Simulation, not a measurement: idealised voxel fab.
Process module under the name voxel wiring stack
Section shown: cut. Width: 260 nm. Cell size: 5 nm, square.
Throughout this document, each cross-section is represented as a grid of square cells and is presented as a sequence of bands enumerated from the top downward, where a band comprises one or more rows of cells.
Band: top height; bottom height; in nm. Then, left to right: material with width in nm, for each material. "everywhere": a single material spanning edge to edge. "empty": empty space.
Counting heights begins at 0, where everything beneath is, in the wafer as received, one material. The lowest band has no bottom; it goes on downwards, as "0..down" shows.
Width: "30..40" (first number = top row, second number = bottom row, same change from row to row of cells).
A step reported as "no change" is a step in which no cell of the cross-section changed.
Empty spaces counting at least 8 cells and having no open way to the top are listed in "closed voids". The notation width x height at distance is used for each, the distance being from the left edge and all three values in nm.
Where a step's line continues beyond its settings, the continuation is a remark by the simulator itself on that step.
"overlay nm" answers the question of how far to the right of plan the mask lay on a step that has a mask, and when it is negative the answer is to the left.
So here's the lineup of process steps we planned:
1,RECEIVE [material Si]
2,CONFORMAL_DEP [material SiO2] [thk nm 10]
3,DIRECTIONAL_DEP [material TiN] [thk nm 5]
4,DIRECTIONAL_DEP [material W] [thk nm 25]
5,MASKED_ETCH [tone cover] [mask id METAL_1] [width nm 25] [pitch nm 40] [etch materials W] [depth nm 25] [overlay nm 0]
6,MASKED_ETCH [tone cover] [mask id METAL_1] [width nm 25] [pitch nm 40] [etch materials TiN] [depth nm 5] [overlay nm 0]
7,FILL_DEP [material lowk] [thk nm 5]
8,CMP [height nm 40]
9,CONFORMAL_DEP [material SiCN] [thk nm 5]
10,DIRECTIONAL_DEP [material SiO2] [thk nm 10]
11,PATTERN [tone open] [mask id PLUG_1] [material resist] [width nm 15] [pitch nm 40] [thk nm 15] [overlay nm 0]
12,DIRECTIONAL_ETCH [etch materials SiO2] [depth nm 10]
13,DIRECTIONAL_ETCH [etch materials SiCN] [depth nm 5]
14,STRIP [etch materials resist]
15,CONFORMAL_DEP [material TiN] [thk nm 5]
16,FILL_DEP [material Ru] [thk nm 10]
17,CMP [height nm 55]
18,DIRECTIONAL_DEP [material TiN] [thk nm 5]
19,DIRECTIONAL_DEP [material Ru] [thk nm 25]
20,DIRECTIONAL_DEP [material aC] [thk nm 15]
21,PATTERN [tone cover] [mask id METAL_2] [material resist] [width nm 25] [pitch nm 40] [thk nm 35] [overlay nm 0]
22,DIRECTIONAL_ETCH [etch materials aC] [depth nm 15]
23,STRIP [etch materials resist]
24,DIRECTIONAL_ETCH [etch materials Ru] [depth nm 25]
25,DIRECTIONAL_ETCH [etch materials TiN] [depth nm 5]
26,STRIP [etch materials aC]
27,CONFORMAL_DEP [material SiCN] [thk nm 5]
28,FILL_DEP [material SiO2] [thk nm 5]
29,CMP [height nm 85]
30,CONFORMAL_DEP [material SiCN] [thk nm 5]
31,DIRECTIONAL_DEP [material lowk] [thk nm 20]
32,PATTERN [tone open] [mask id PLUG_2] [material resist] [width nm 15] [pitch nm 80] [thk nm 20] [overlay nm 0]
33,DIRECTIONAL_ETCH [etch materials lowk] [depth nm 20]
34,DIRECTIONAL_ETCH [etch materials SiCN] [depth nm 5]
35,STRIP [etch materials resist]
36,CONFORMAL_DEP [material TiN] [thk nm 5]
37,FILL_DEP [material Ru] [thk nm 5]
38,CMP [height nm 110]
39,CONFORMAL_DEP [material SiN] [thk nm 5]
40,DIRECTIONAL_DEP [material SiO2] [thk nm 15]
41,MASKED_ETCH [tone open] [mask id METAL_3] [width nm 25] [pitch nm 40] [etch materials SiO2] [depth nm 15] [overlay nm 0]
42,MASKED_ETCH [tone open] [mask id METAL_3] [width nm 25] [pitch nm 40] [etch materials SiN] [depth nm 5] [overlay nm 0]
43,CONFORMAL_DEP [material TiN] [thk nm 5]
44,FILL_DEP [material Cu] [thk nm 5]
45,CMP [height nm 130]
46,CONFORMAL_DEP [material SiCN] [thk nm 5]
Cross-section of the wafer as it came to us, i.e., already through step 1:
> 0..down | Si everywhere
> closed voids: none
First wafer of two, sectioned at end of module; run went per plan:
> 135..130 | SiCN everywhere
> 130..115 | 55 nm SiO2  5 nm TiN  15 nm Cu  5 nm TiN  15 nm SiO2  5 nm TiN  15 nm Cu  5 nm TiN  15 nm SiO2  5 nm TiN  15 nm Cu  5 nm TiN  15 nm SiO2  5 nm TiN  15 nm Cu  5 nm TiN  60 nm SiO2
> 115..110 | 55 nm SiN  25 nm TiN  15 nm SiN  25 nm TiN  15 nm SiN  25 nm TiN  15 nm SiN  25 nm TiN  60 nm SiN
> 110..90 | 55 nm lowk  5 nm TiN  5 nm Ru  5 nm TiN  65 nm lowk  5 nm TiN  5 nm Ru  5 nm TiN  110 nm lowk
> 90..85 | 55 nm SiCN  15 nm TiN  65 nm SiCN  15 nm TiN  110 nm SiCN
> 85..60 | 50 nm SiO2  5 nm SiCN  25 nm Ru  5 nm SiCN  5 nm SiO2  5 nm SiCN  25 nm Ru  5 nm SiCN  5 nm SiO2  5 nm SiCN  25 nm Ru  5 nm SiCN  5 nm SiO2  5 nm SiCN  25 nm Ru  5 nm SiCN  55 nm SiO2
> 60..55 | 55 nm SiCN  25 nm TiN  15 nm SiCN  25 nm TiN  15 nm SiCN  25 nm TiN  15 nm SiCN  25 nm TiN  60 nm SiCN
> 55..45 | 55 nm SiO2  5 nm TiN  5 nm Ru  5 nm TiN  25 nm SiO2  5 nm TiN  5 nm Ru  5 nm TiN  25 nm SiO2  5 nm TiN  5 nm Ru  5 nm TiN  25 nm SiO2  5 nm TiN  5 nm Ru  5 nm TiN  70 nm SiO2
> 45..40 | 55 nm SiCN  15 nm TiN  25 nm SiCN  15 nm TiN  25 nm SiCN  15 nm TiN  25 nm SiCN  15 nm TiN  70 nm SiCN
> 40..15 | 55 nm lowk  25 nm W  15 nm lowk  25 nm W  15 nm lowk  25 nm W  15 nm lowk  25 nm W  60 nm lowk
> 15..10 | 55 nm lowk  25 nm TiN  15 nm lowk  25 nm TiN  15 nm lowk  25 nm TiN  15 nm lowk  25 nm TiN  60 nm lowk
> 10..0 | SiO2 everywhere
> 0..down | Si everywhere
> closed voids: none
Wafer two cross-section, module end. Start and plan unchanged from wafer one; one mistake made during the run:
> 135..130 | SiCN everywhere
> 130..115 | 55 nm SiO2  5 nm TiN  15 nm Cu  5 nm TiN  15 nm SiO2  5 nm TiN  15 nm Cu  5 nm TiN  15 nm SiO2  5 nm TiN  15 nm Cu  5 nm TiN  15 nm SiO2  5 nm TiN  15 nm Cu  5 nm TiN  60 nm SiO2
> 115..110 | 55 nm SiN  25 nm TiN  15 nm SiN  25 nm TiN  15 nm SiN  25 nm TiN  15 nm SiN  25 nm TiN  60 nm SiN
> 110..90 | 55 nm lowk  5 nm TiN  5 nm Ru  5 nm TiN  65 nm lowk  5 nm TiN  5 nm Ru  5 nm TiN  110 nm lowk
> 90..85 | 55 nm SiCN  15 nm TiN  65 nm SiCN  15 nm TiN  110 nm SiCN
> 85..60 | 50 nm Ru  5 nm SiCN  25 nm Ru  5 nm SiCN  5 nm Ru  5 nm SiCN  25 nm Ru  5 nm SiCN  5 nm Ru  5 nm SiCN  25 nm Ru  5 nm SiCN  5 nm Ru  5 nm SiCN  25 nm Ru  5 nm SiCN  55 nm Ru
> 60..55 | 55 nm SiCN  25 nm TiN  15 nm SiCN  25 nm TiN  15 nm SiCN  25 nm TiN  15 nm SiCN  25 nm TiN  60 nm SiCN
> 55..45 | 55 nm SiO2  5 nm TiN  5 nm Ru  5 nm TiN  25 nm SiO2  5 nm TiN  5 nm Ru  5 nm TiN  25 nm SiO2  5 nm TiN  5 nm Ru  5 nm TiN  25 nm SiO2  5 nm TiN  5 nm Ru  5 nm TiN  70 nm SiO2
> 45..40 | 55 nm SiCN  15 nm TiN  25 nm SiCN  15 nm TiN  25 nm SiCN  15 nm TiN  25 nm SiCN  15 nm TiN  70 nm SiCN
> 40..15 | 55 nm lowk  25 nm W  15 nm lowk  25 nm W  15 nm lowk  25 nm W  15 nm lowk  25 nm W  60 nm lowk
> 15..10 | 55 nm lowk  25 nm TiN  15 nm lowk  25 nm TiN  15 nm lowk  25 nm TiN  15 nm lowk  25 nm TiN  60 nm lowk
> 10..0 | SiO2 everywhere
> 0..down | Si everywhere
> closed voids: none
The plan and the run diverged here: not per plan at step 28, really ran FILL_DEP [material Ru] [thk nm 5]
In the final state, the cell counts of the second wafer exceed or fall short of those of the first for the following materials: +120 Ru; -120 SiO2
